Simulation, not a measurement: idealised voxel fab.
Proc. module: voxel plated lines
The cross-section on display is named cut; it measures 190 nm wide, and its cells are 5 nm squares.
Just so we're on the same page, the cross-sections are grids of square cells, and they're listed out in bands top to bottom, each band one or more rows deep.
Band: top height; bottom height; in nm. Then, left to right: material with width in nm, for each material. "throughout": a single material spanning edge to edge. "empty": empty space.
Height is counted from the level 0, under which the received wafer is composed throughout of one material. The lowest of the bands is not closed at the bottom but continues downward, in the notation "0 nm and below".
Graded width ("30..40"): value in top row of band = first number; value in bottom row = second number; row-to-row change constant.
The designation "no modification", where it is given for a processing step, indicates that no cell of the cross-section was altered in the course of that step.
Each empty space that has no open way to the top and spans at least 8 cells appears under "Closed void register" as width x height at distance, the distance counted from the left edge, all in nm.
Past the settings on a step's line: simulator remark, on that step.
Each step line may optionally specify "overlay nm", which for a step with a mask gives the rightward distance between the mask's planned place and where it lay, a negative value indicating the leftward direction.
The planned process steps are enumerated hereunder
1 RECEIVE [material Si]
2 CONFORMAL_DEP [material Al2O3] [thk nm 5]
3 DIRECTIONAL_DEP [material TiN] [thk nm 5]
4 PATTERN [tone open] [mask id LINES] [material resist] [width nm 20] [pitch nm 35] [thk nm 15] [overlay nm 0]
5 EPI [material Ru] [thk nm 5]
6 STRIP [etch materials resist]
7 DIRECTIONAL_ETCH [etch materials TiN] [depth nm 5]
8 CONFORMAL_DEP [material SiN] [thk nm 10]
Cross-section: wafer on arrival = after step 1
> 0 nm and below = Si throughout
> Closed void register: none
Cross-section at module end, one run error; start and plan unchanged from above
> 25 nm to 15 nm = 25 nm empty | 140 nm SiN | 25 nm empty
> 15 nm to 10 nm = 35 nm SiN | 15 nm Ru | 20 nm SiN | 15 nm Ru | 20 nm SiN | 15 nm Ru | 20 nm SiN | 15 nm Ru | 35 nm SiN
> 10 nm to 5 nm = 35 nm SiN | 15 nm TiN | 20 nm SiN | 15 nm TiN | 20 nm SiN | 15 nm TiN | 20 nm SiN | 15 nm TiN | 35 nm SiN
> 5 nm to 0 nm = Al2O3 throughout
> 0 nm and below = Si throughout
> Closed void register: none
Deviation noted in wafer processing: step 4 did not use the planned setting and instead ran as PATTERN [tone open] [mask id LINES] [material resist] [width nm 15] [pitch nm 35] [thk nm 15] [overlay nm 0]
